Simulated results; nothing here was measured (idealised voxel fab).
Process module, titled voxel trench capacitor
Square cell edge 5 nm, section width 280 nm, ID cut.
Reading order for cross-sections: top band down to bottom band. Underlying form: a grid of square cells. Band size: one or more rows of cells.
The entry gives the band's vertical extent as a top height and a bottom height in nm, then its horizontal make-up as materials from left to right, each with a width in nm. "air" stands for empty space; a single material marked "all across" fills the band edge to edge.
For the purposes of this specification, 0 denotes the height below which the wafer in its as-received condition is composed wholly of one material, and the lowermost band, lacking a lower limit, extends downward without end, as expressed in "0 nm and below".
Width "30 to 40": first value at the band's top row of cells, second value at its bottom row, equal change from row to row.
A step reported as "remained the same" is a step in which no cell of the cross-section changed.
If an empty space has no open way to the top and is at least 8 cells in size, "Sealed voids" lists it, written width x height at distance, where distance is measured from the left edge and every value is in nm.
Heads up: the bit after the settings on a step's line is the simulator's remark on that step.
overlay nm, on a step with a mask: how far to the right of its planned place the mask lay; to the left if negative

-- Intended process steps
1: RECEIVE (material Si)
2: CONFORMAL_DEP (material SiN; thk nm 10)
3: PATTERN (tone open; mask id TRENCH; material resist; width nm 25; pitch nm 45; thk nm 15; overlay nm 0)
4: DIRECTIONAL_ETCH (etch materials SiN; depth nm 10)
5: DIRECTIONAL_ETCH (etch materials Si; depth nm 35)
6: STRIP (etch materials resist)
7: CONFORMAL_DEP (material Al2O3; thk nm 5)
8: FILL_DEP (material polySi; thk nm 10)
9: CMP (height nm 10)

-- Wafer as received: cross-section following step 1
  0 nm and below | Si all across
  Sealed voids: none

-- Cross-section at module end, one run error; start and plan unchanged from above
  25 nm to 15 nm | polySi all across
  15 nm to 10 nm | Al2O3 65 nm, polySi 15 nm, Al2O3 30 nm, polySi 15 nm, Al2O3 30 nm, polySi 15 nm, Al2O3 30 nm, polySi 15 nm, Al2O3 65 nm
  10 nm to 0 nm | SiN 60 nm, Al2O3 5 nm, polySi 15 nm, Al2O3 5 nm, SiN 20 nm, Al2O3 5 nm, polySi 15 nm, Al2O3 5 nm, SiN 20 nm, Al2O3 5 nm, polySi 15 nm, Al2O3 5 nm, SiN 20 nm, Al2O3 5 nm, polySi 15 nm, Al2O3 5 nm, SiN 60 nm
  0 nm to -30 nm | Si 60 nm, Al2O3 5 nm, polySi 15 nm, Al2O3 5 nm, Si 20 nm, Al2O3 5 nm, polySi 15 nm, Al2O3 5 nm, Si 20 nm, Al2O3 5 nm, polySi 15 nm, Al2O3 5 nm, Si 20 nm, Al2O3 5 nm, polySi 15 nm, Al2O3 5 nm, Si 60 nm
  -30 nm to -35 nm | Si 60 nm, Al2O3 25 nm, Si 20 nm, Al2O3 25 nm, Si 20 nm, Al2O3 25 nm, Si 20 nm, Al2O3 25 nm, Si 60 nm
  -35 nm and below | Si all across
  Sealed voids: none
what went wrong: not run: step 9 of the plan (skipped)
